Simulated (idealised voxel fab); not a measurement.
process module | voxel gate over fins
cross-section cut | 230 nm wide | cells 5 nm
A cross-section is a grid of square cells, given in bands from the top down. A band is one or more rows of cells.
Each band's line starts with the height of the band's top and of its bottom, in nm. Then come its materials from left to right, each with its width in nm. One material with "throughout" fills the band from edge to edge. "air" is empty space.
Height 0 is the level under which the wafer as received is all one material. The lowest band goes on downwards, as in "0 down".
A width such as "30 to 40" changes by the same amount from each row of cells to the next, from the band's top row to its bottom row.
"no change" after a step means that no cell of the cross-section changed.
closed voids: empty space of 8 cells or more with no open way to the top, each as width x height at its distance from the left edge, in nm
after a step's settings: what the simulator itself notes on the step
overlay nm, on a step with a mask: how far to the right of its planned place the mask lay; to the left if negative
plan
1 op RECEIVE | material Si
2 op CONFORMAL_DEP | material SiN | thk nm 10
3 op MASKED_ETCH | tone cover | mask id FINS | width nm 15 | pitch nm 50 | etch materials SiN | depth nm 10 | overlay nm 0
4 op MASKED_ETCH | tone cover | mask id FINS | width nm 15 | pitch nm 50 | etch materials Si | depth nm 35 | overlay nm 0
5 op FILL_DEP | material SiO2 | thk nm 5
6 op CMP | height nm 10
7 op MASKED_ETCH | tone open | mask id RAIL | width nm 15 | etch materials SiO2 | depth nm 40 | overlay nm 0
8 op CONFORMAL_DEP | material TiN | thk nm 5
9 op FILL_DEP | material Ru | thk nm 10
10 op CMP | height nm 10
11 op SELECTIVE_ETCH | etch materials W Ru TiN | depth nm 35
12 op FILL_DEP | material SiO2 | thk nm 5
13 op CMP | height nm 10
14 op SELECTIVE_ETCH | etch materials SiO2 | depth nm 25
15 op STRIP | etch materials SiN
16 op CONFORMAL_DEP | material HfO2 | thk nm 5
17 op CONFORMAL_DEP | material TiN | thk nm 5
18 op CONFORMAL_DEP | material TiAl | thk nm 5
19 op CONFORMAL_DEP | material TiN | thk nm 5
20 op FILL_DEP | material W | thk nm 10
21 op CMP | height nm 25
22 op CONFORMAL_DEP | material SiCN | thk nm 5
as received, after step 1
  0 down: Si throughout
  closed voids: none
first wafer at the end, as planned
  30 to 25: SiCN throughout
  25 to 20: W throughout
  20 to 15: W 60 | TiN 105 | W 65
  15 to 10: W 60 | TiN 5 | TiAl 45 | TiN 5 | TiAl 45 | TiN 5 | W 65
  10 to 5: W 60 | TiN 5 | TiAl 5 | TiN 35 | TiAl 5 | TiN 5 | TiAl 5 | TiN 35 | TiAl 5 | TiN 5 | W 65
  5 to 0: TiN 65 | TiAl 5 | TiN 5 | HfO2 25 | TiN 5 | TiAl 5 | TiN 5 | TiAl 5 | TiN 5 | HfO2 25 | TiN 5 | TiAl 5 | TiN 70
  0 to -5: TiAl 70 | TiN 5 | HfO2 5 | Si 15 | HfO2 5 | TiN 5 | TiAl 15 | TiN 5 | HfO2 5 | Si 15 | HfO2 5 | TiN 5 | TiAl 75
  -5 to -10: TiN 75 | HfO2 5 | Si 15 | HfO2 5 | TiN 25 | HfO2 5 | Si 15 | HfO2 5 | TiN 80
  -10 to -15: HfO2 80 | Si 15 | HfO2 35 | Si 15 | HfO2 85
  -15 to -25: SiO2 80 | Si 15 | SiO2 35 | Si 15 | SiO2 85
  -25 to -30: SiO2 80 | Si 15 | SiO2 10 | TiN 15 | SiO2 10 | Si 15 | SiO2 85
  -30 to -35: SiO2 80 | Si 15 | SiO2 35 | Si 15 | SiO2 85
  -35 down: Si throughout
  closed voids: none
second wafer at the end: like start, like plan, one mistake
  30 to 25: SiCN throughout
  25 to 15: W throughout
  15 to 10: W 65 | TiN 45 | W 5 | TiN 45 | W 70
  10 to 5: W 65 | TiN 5 | TiAl 35 | TiN 5 | W 5 | TiN 5 | TiAl 35 | TiN 5 | W 70
  5 to 0: W 65 | TiN 5 | TiAl 5 | HfO2 25 | TiAl 5 | TiN 5 | W 5 | TiN 5 | TiAl 5 | HfO2 25 | TiAl 5 | TiN 5 | W 70
  0 to -5: TiN 70 | TiAl 5 | HfO2 5 | Si 15 | HfO2 5 | TiAl 5 | TiN 15 | TiAl 5 | HfO2 5 | Si 15 | HfO2 5 | TiAl 5 | TiN 75
  -5 to -10: TiAl 75 | HfO2 5 | Si 15 | HfO2 5 | TiAl 25 | HfO2 5 | Si 15 | HfO2 5 | TiAl 80
  -10 to -15: HfO2 80 | Si 15 | HfO2 35 | Si 15 | HfO2 85
  -15 to -25: SiO2 80 | Si 15 | SiO2 35 | Si 15 | SiO2 85
  -25 to -30: SiO2 80 | Si 15 | SiO2 10 | TiN 15 | SiO2 10 | Si 15 | SiO2 85
  -30 to -35: SiO2 80 | Si 15 | SiO2 35 | Si 15 | SiO2 85
  -35 down: Si throughout
  closed voids: none
what went wrong: step 17 was left out
at the end the second wafer has, in cells: 55 fewer of TiN | 55 more of W
